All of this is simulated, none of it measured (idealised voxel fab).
Module name: voxel capacitor over wiring (process module)
Pictured: cross-section cut, 245 nm wide, on a grid of 5 nm square cells.
Think of the cross-section as a grid of square cells. We describe it in bands, top to bottom, and each band covers one or more rows of those cells.
Band: top and bottom heights (nm) first, top before bottom; then materials from left to right, widths in nm. "all across" marks a sole material filling the band edge to edge. "empty" denotes empty space.
We count height from 0. Below that, the starting wafer is all one material. The lowest band never ends at the bottom but goes on down; see "top 0, no bottom" for how that is written.
You'd read "30 to 40" like this: the band's top row of cells is as wide as the first number, its bottom row is as wide as the second, and going down, every row changes width by the same amount as the row before did.
Step note "no modification" = no cross-section cell changed.
Reported under the label "Closed voids list" are the empty spaces having no open way to the top and comprising 8 cells or more; the notation for each is width x height at distance, in which the distance is measured from the left edge and all three values are in nm.
Past the settings on a step's line: simulator remark, on that step.
"overlay nm" on a masked step: distance the mask lay right of its planned place, negative for left.
Plan:
1: RECEIVE with material Si
2: CONFORMAL_DEP with material SiO2, thk nm 15
3: CONFORMAL_DEP with material SiN, thk nm 5
4: DIRECTIONAL_DEP with material SiO2, thk nm 25
5: DIRECTIONAL_DEP with material aC, thk nm 10
6: PATTERN with tone open, mask id METAL_1, material resist, width nm 30, pitch nm 95, thk nm 30, overlay nm 0
7: DIRECTIONAL_ETCH with etch materials aC, depth nm 10
8: STRIP with etch materials resist
9: DIRECTIONAL_ETCH with etch materials SiO2, depth nm 25
10: DIRECTIONAL_ETCH with etch materials SiN, depth nm 5
11: STRIP with etch materials aC
12: CONFORMAL_DEP with material TiN, thk nm 5
13: FILL_DEP with material Cu, thk nm 10
14: CMP with height nm 45
15: CONFORMAL_DEP with material SiCN, thk nm 5
16: DIRECTIONAL_DEP with material SiO2, thk nm 15
17: PATTERN with tone open, mask id PLUG_1, material resist, width nm 15, thk nm 20, overlay nm 0
18: DIRECTIONAL_ETCH with etch materials SiO2, depth nm 15
19: DIRECTIONAL_ETCH with etch materials SiCN, depth nm 5
20: STRIP with etch materials resist
21: CONFORMAL_DEP with material TiN, thk nm 5
22: FILL_DEP with material Cu, thk nm 10
23: CMP with height nm 65
24: DIRECTIONAL_DEP with material TiN, thk nm 10
25: DIRECTIONAL_DEP with material HfO2, thk nm 5
26: DIRECTIONAL_DEP with material TiN, thk nm 5
27: PATTERN with tone cover, mask id UPPER_PLATE, material resist, width nm 70, thk nm 15, overlay nm 0
28: DIRECTIONAL_ETCH with etch materials TiN, depth nm 5
29: DIRECTIONAL_ETCH with etch materials HfO2, depth nm 5
30: STRIP with etch materials resist
31: DIRECTIONAL_DEP with material aC, thk nm 10
32: PATTERN with tone cover, mask id LOWER_PLATE, material resist, width nm 80, thk nm 30, overlay nm 0
33: DIRECTIONAL_ETCH with etch materials aC, depth nm 10
34: STRIP with etch materials resist
35: DIRECTIONAL_ETCH with etch materials TiN, depth nm 10
36: STRIP with etch materials aC
37: FILL_DEP with material SiO2, thk nm 15
38: CMP with height nm 95
39: DIRECTIONAL_DEP with material aC, thk nm 15
40: PATTERN with tone open, mask id PLUG_2, material resist, width nm 15, thk nm 35, overlay nm 0
41: DIRECTIONAL_ETCH with etch materials aC, depth nm 15
42: STRIP with etch materials resist
43: DIRECTIONAL_ETCH with etch materials SiO2, depth nm 10
44: STRIP with etch materials aC
45: CONFORMAL_DEP with material TiN, thk nm 5
46: FILL_DEP with material W, thk nm 10
47: CMP with height nm 95
48: CONFORMAL_DEP with material SiN, thk nm 5
Here's what the wafer looked like in cross-section when it arrived - that's after step 1:
top 0, no bottom = Si all across
Closed voids list: none
Cross-sectional result after module completion. Note: starting condition and plan are unchanged from above; one processing mistake was made:
top 115, bottom 110 = SiN all across
top 110, bottom 100 = W all across
top 100, bottom 95 = TiN: 90 / W: 5 / TiN: 150
top 95, bottom 90 = SiO2: 85 / TiN: 5 / W: 5 / TiN: 5 / SiO2: 145
top 90, bottom 80 = SiO2: 85 to 75 / TiN: 15 to 70 / SiO2: 145 to 100
top 80, bottom 75 = SiO2: 75 / HfO2: 70 / SiO2: 100
top 75, bottom 65 = SiO2: 70 / TiN: 80 / SiO2: 95
top 65, bottom 50 = SiO2: 75 / TiN: 5 / Cu: 5 / TiN: 5 / SiO2: 155
top 50, bottom 45 = SiCN: 75 / TiN: 15 / SiCN: 155
top 45, bottom 20 = SiO2: 60 / TiN: 5 / Cu: 20 / TiN: 5 / SiO2: 65 / TiN: 5 / Cu: 20 / TiN: 5 / SiO2: 60
top 20, bottom 15 = SiN: 60 / TiN: 30 / SiN: 65 / TiN: 30 / SiN: 60
top 15, bottom 0 = SiO2 all across
top 0, no bottom = Si all across
Closed voids list: none
Error vs. plan: the plan's step 47 went unexecuted, having been skipped
